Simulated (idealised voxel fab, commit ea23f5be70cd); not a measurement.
Process module heading - voxel self aligned contacts
Square cells of 5 nm make up the cross-section cut, whose width is 280 nm.
Cross-section spec: square-cell grid; bands listed top down; each band is one or more rows. What a band's entry tells you: where the top is and where the bottom is, as heights in nm, and after that what lies inside, material by material from left to right, each with its width in nm. Empty space is written as the word "blank", and a single material marked with the word "everywhere" occupies the band from edge to edge. Where do heights start? At 0: under that level the wafer as delivered is made of one material only. And the lowest band has no floor; it just carries on downward, as in "0 and below". When a width is written as two numbers, as in "30->40", the first number is the width in the top row of cells of the band and the second is the width in its bottom row, and the width changes by the same amount from each row to the next. Step marked "remains unaltered"? Then no cell in the cross-section changed in it. Entry "Closed cavities" = empty spaces >= 8 cells with no open way to the top; each as width x height at distance, distance from left edge, all nm. What comes after the settings on a step's line is commentary from the simulator itself on that step. When a step includes a mask, the "overlay nm" setting on its line states how far to the right of its planned place that mask lay, and negative values state how far to the left.

So here's the lineup of process steps we planned
1) RECEIVE,material Si
2) CONFORMAL_DEP,material SiO2,thk nm 5
3) DIRECTIONAL_DEP,material polySi,thk nm 25
4) DIRECTIONAL_DEP,material SiN,thk nm 20
5) DIRECTIONAL_DEP,material aC,thk nm 10
6) PATTERN,tone cover,mask id GATE,material resist,width nm 35,pitch nm 70,thk nm 25,overlay nm 0
7) DIRECTIONAL_ETCH,etch materials aC,depth nm 10
8) STRIP,etch materials resist
9) DIRECTIONAL_ETCH,etch materials SiN,depth nm 20
10) DIRECTIONAL_ETCH,etch materials polySi,depth nm 25
11) STRIP,etch materials aC
12) CONFORMAL_DEP,material SiN,thk nm 5
13) DIRECTIONAL_ETCH,etch materials SiN,depth nm 5
14) FILL_DEP,material SiO2,thk nm 10
15) CMP,height nm 55
16) DIRECTIONAL_DEP,material aC,thk nm 10
17) PATTERN,tone open,mask id CONTACT,material resist,width nm 55,pitch nm 70,thk nm 25,overlay nm 0
18) DIRECTIONAL_ETCH,etch materials aC,depth nm 10
19) STRIP,etch materials resist
20) DIRECTIONAL_ETCH,etch materials SiO2,depth nm 55
21) STRIP,etch materials aC
22) CONFORMAL_DEP,material TiN,thk nm 5
23) FILL_DEP,material Ru,thk nm 10
24) CMP,height nm 55
25) CONFORMAL_DEP,material SiN,thk nm 5

As received, after step 1
* 0 and below: Si everywhere
* Closed cavities: none

Module complete - cross-section of the first of two wafers, run according to plan
* 60 down to 55: SiN everywhere
* 55 down to 50: 75 nm SiO2  20 nm TiN  15 nm Ru  20 nm TiN  15 nm SiO2  20 nm TiN  15 nm Ru  20 nm TiN  80 nm SiO2
* 50 down to 30: 45 nm SiO2  45 nm SiN  5 nm TiN  15 nm Ru  5 nm TiN  45 nm SiN  5 nm TiN  15 nm Ru  5 nm TiN  45 nm SiN  50 nm SiO2
* 30 down to 5: 45 nm SiO2  5 nm SiN  35 nm polySi  5 nm SiN  5 nm TiN  15 nm Ru  5 nm TiN  5 nm SiN  35 nm polySi  5 nm SiN  5 nm TiN  15 nm Ru  5 nm TiN  5 nm SiN  35 nm polySi  5 nm SiN  50 nm SiO2
* 5 down to 0: 90 nm SiO2  25 nm TiN  45 nm SiO2  25 nm TiN  95 nm SiO2
* 0 and below: Si everywhere
* Closed cavities: none

Now the second wafer, cross-sectioned at the end of the module. Nothing different at the start, nothing different in the plan compared with the first, just one mistake when it was actually run
* 60 down to 55: SiN everywhere
* 55 down to 50: 75 nm SiO2  15 nm TiN  15 nm Ru  25 nm TiN  15 nm SiO2  15 nm TiN  15 nm Ru  25 nm TiN  80 nm SiO2
* 50 down to 30: 40 nm SiO2  45 nm SiN  5 nm TiN  15 nm Ru  5 nm TiN  45 nm SiN  5 nm TiN  15 nm Ru  5 nm TiN  45 nm SiN  55 nm SiO2
* 30 down to 5: 40 nm SiO2  5 nm SiN  35 nm polySi  5 nm SiN  5 nm TiN  15 nm Ru  5 nm TiN  5 nm SiN  35 nm polySi  5 nm SiN  5 nm TiN  15 nm Ru  5 nm TiN  5 nm SiN  35 nm polySi  5 nm SiN  55 nm SiO2
* 5 down to 0: 85 nm SiO2  25 nm TiN  45 nm SiO2  25 nm TiN  100 nm SiO2
* 0 and below: Si everywhere
* Closed cavities: none
Deviation noted in wafer processing: not per plan at step 6, really ran PATTERN,tone cover,mask id GATE,material resist,width nm 35,pitch nm 70,thk nm 25,overlay nm -5
Comparing end states, the material composition by cell count is preserved from the first wafer to the second, while the locations of the cells are not.
